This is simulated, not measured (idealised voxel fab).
The name of this process module is voxel wiring stack.
Cross-section cut spans 250 nm and uses square cells 5 nm in size.
When this document writes out a cross-section, it uses a grid of square cells and lists it as bands, beginning at the top and moving down, with a band standing for one or more rows of cells.
Heads up on the band format: heights come first, top then bottom, in nm. After that it's the materials left to right, each with its width in nm. A single material flagged "full width" fills the whole band edge to edge, and "air" means there's empty space there.
Ref level 0: as-received wafer is one material below here. Bottom band extends down with no lower bound ("0 down").
When a width is written as two numbers, as in "30->40", the first number is the width in the top row of cells of the band and the second is the width in its bottom row, and the width changes by the same amount from each row to the next.
Take "no modification" at face value: in the step it is given for, the cross-section changed in none of its cells.
Look at "Enclosed empty spaces" for the closed voids: empty spaces with no open path to the top, sized 8 cells or up. Each is width x height at distance, distance from the left edge, all nm.
Where a step's line continues beyond its settings, the continuation is a remark by the simulator itself on that step.
You can add "overlay nm" to a step's line. For a step with a mask, it describes how far the mask lay to the right of its planned position, and a negative number describes a lay to the left.

-- Planned step list for the process
| 1 | RECEIVE,material Si |
| 2 | CONFORMAL_DEP,material SiO2,thk nm 10 |
| 3 | CONFORMAL_DEP,material SiN,thk nm 5 |
| 4 | DIRECTIONAL_DEP,material SiO2,thk nm 15 |
| 5 | MASKED_ETCH,tone open,mask id METAL_1,width nm 25,pitch nm 50,etch materials SiO2,depth nm 15,overlay nm 0 |
| 6 | MASKED_ETCH,tone open,mask id METAL_1,width nm 25,pitch nm 50,etch materials SiN,depth nm 5,overlay nm 0 |
| 7 | CONFORMAL_DEP,material TiN,thk nm 5 |
| 8 | FILL_DEP,material Cu,thk nm 10 |
| 9 | CMP,height nm 30 |
| 10 | EPI,material Ru,thk nm 5 |
| 11 | FILL_DEP,material SiCN,thk nm 5 |
| 12 | DIRECTIONAL_DEP,material lowk,thk nm 15 |
| 13 | MASKED_ETCH,tone open,mask id PLUG_1,width nm 15,pitch nm 50,etch materials lowk,depth nm 15,overlay nm 0 |
| 14 | MASKED_ETCH,tone open,mask id PLUG_1,width nm 15,pitch nm 50,etch materials SiCN,depth nm 5,overlay nm 0 |
| 15 | EPI,material Ru,thk nm 10 |
| 16 | EPI,material Ru,thk nm 10 |
| 17 | CONFORMAL_DEP,material SiN,thk nm 5 |
| 18 | DIRECTIONAL_DEP,material SiO2,thk nm 25 |
| 19 | PATTERN,tone open,mask id METAL_2,material resist,width nm 25,pitch nm 50,thk nm 20,overlay nm 0 |
| 20 | DIRECTIONAL_ETCH,etch materials SiO2,depth nm 25 |
| 21 | DIRECTIONAL_ETCH,etch materials SiN,depth nm 5 |
| 22 | STRIP,etch materials resist |
| 23 | CONFORMAL_DEP,material TiN,thk nm 5 |
| 24 | FILL_DEP,material Cu,thk nm 5 |
| 25 | CMP,height nm 85 |
| 26 | CONFORMAL_DEP,material SiN,thk nm 5 |

-- As received (post step 1): cross-section
  0 down: Si full width
  Enclosed empty spaces: none

-- Wafer at module end, in section. Began as above, planned as above, run with one mistake
  90 to 85: SiN full width
  85 to 60: 85 of SiO2 | 5 of TiN | 15 of Cu | 5 of TiN | 25 of SiO2 | 5 of TiN | 15 of Cu | 5 of TiN | 90 of SiO2
  60 to 55: 85 of SiN | 25 of TiN | 25 of SiN | 25 of TiN | 90 of SiN
  55 to 40: 85 of lowk | 15 of Ru | 35 of lowk | 15 of Ru | 100 of lowk
  40 to 30: 85->80 of SiCN | 15->35 of Ru | 35->15 of SiCN | 15->35 of Ru | 100->85 of SiCN
  30 to 20: 85 of SiO2 | 5 of TiN | 15 of Cu | 5 of TiN | 25 of SiO2 | 5 of TiN | 15 of Cu | 5 of TiN | 90 of SiO2
  20 to 15: 85 of SiO2 | 25 of TiN | 25 of SiO2 | 25 of TiN | 90 of SiO2
  15 to 5: SiO2 full width
  5 to 0: SiN full width
  0 down: Si full width
  Enclosed empty spaces: none
Which mistake was made when the wafer was run? order of steps 2 and 3 inverted relative to the plan
